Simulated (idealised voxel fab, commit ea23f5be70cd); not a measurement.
The following is a process module called voxel fin reveal.
The cross-section on display is named cut; it measures 180 nm wide, and its cells are 5 nm squares.
Cross-section, as written here: a square-cell grid given band by band from the top down, where a band holds one or more rows of cells. This entry defines a band. It first specifies the height of the band's top and the height of its bottom in nm, and then specifies the band's materials from left to right, stating each material with its width in nm. The word "edge to edge" identifies a single material that fills the band from edge to edge, while the word "blank" identifies empty space. Height datum 0, below which the as-received substrate wafer is one material. Lowest band open at the bottom, running downward: "from 0 down". A two-number width, for instance "30 to 40", indicates that the width is equal to the first number in the top row of the band and to the second number in the bottom row, and that it changes by a constant amount per row of cells. Step note "no alteration" = no cross-section cell changed. The list in "Fully closed voids" covers empty spaces of 8 cells or more that cannot reach the top through any open way, and it gives each as width x height at distance; the distance is from the left edge, and width, height and distance are in nm. Anything after a step's settings on that line? It's the simulator's own note about the step. A step's line can hold "overlay nm"; with a mask on that step, the setting says how far right of the planned place the mask lay, while a negative setting says it lay to the left.
### Below is the list of planned process steps
step 1: RECEIVE,material Si
step 2: CONFORMAL_DEP,material SiN,thk nm 10
step 3: MASKED_ETCH,tone cover,mask id FINS,width nm 15,pitch nm 35,etch materials SiN,depth nm 10,overlay nm 0
step 4: MASKED_ETCH,tone cover,mask id FINS,width nm 15,pitch nm 35,etch materials Si,depth nm 40,overlay nm 0
step 5: OXIDIZE,depth nm 5
step 6: FILL_DEP,material SiO2,thk nm 15
step 7: CMP,height nm 10
step 8: SELECTIVE_ETCH,etch materials SiO2,depth nm 35
step 9: STRIP,etch materials SiN
### Here's what the wafer looked like in cross-section when it arrived - that's after step 1
from 0 down: Si edge to edge
Fully closed voids: none
### End-of-module cross-section of the first of two wafers, processed as planned
from 0 to -25: blank 70 nm, then Si 5 nm, then blank 30 nm, then Si 5 nm, then blank 70 nm
from -25 to -45: SiO2 70 nm, then Si 5 nm, then SiO2 30 nm, then Si 5 nm, then SiO2 70 nm
from -45 down: Si edge to edge
Fully closed voids: none
### So this is wafer number two of the two, cut at the end of the module - it started where the first did and had the same plan, we just got one thing wrong running it
from 0 to -5: Si 60 nm, then blank 25 nm, then Si 10 nm, then blank 25 nm, then Si 60 nm
from -5 down: Si edge to edge
Fully closed voids: none
What was the processing mistake? for step 3, the planned setting was not used; the step was instead run as MASKED_ETCH,tone open,mask id FINS,width nm 15,pitch nm 35,etch materials SiN,depth nm 10,overlay nm 0
Once processing is complete, comparing cell counts shows that the second wafer has more or fewer of certain materials than the first: +296 Si | -136 SiO2
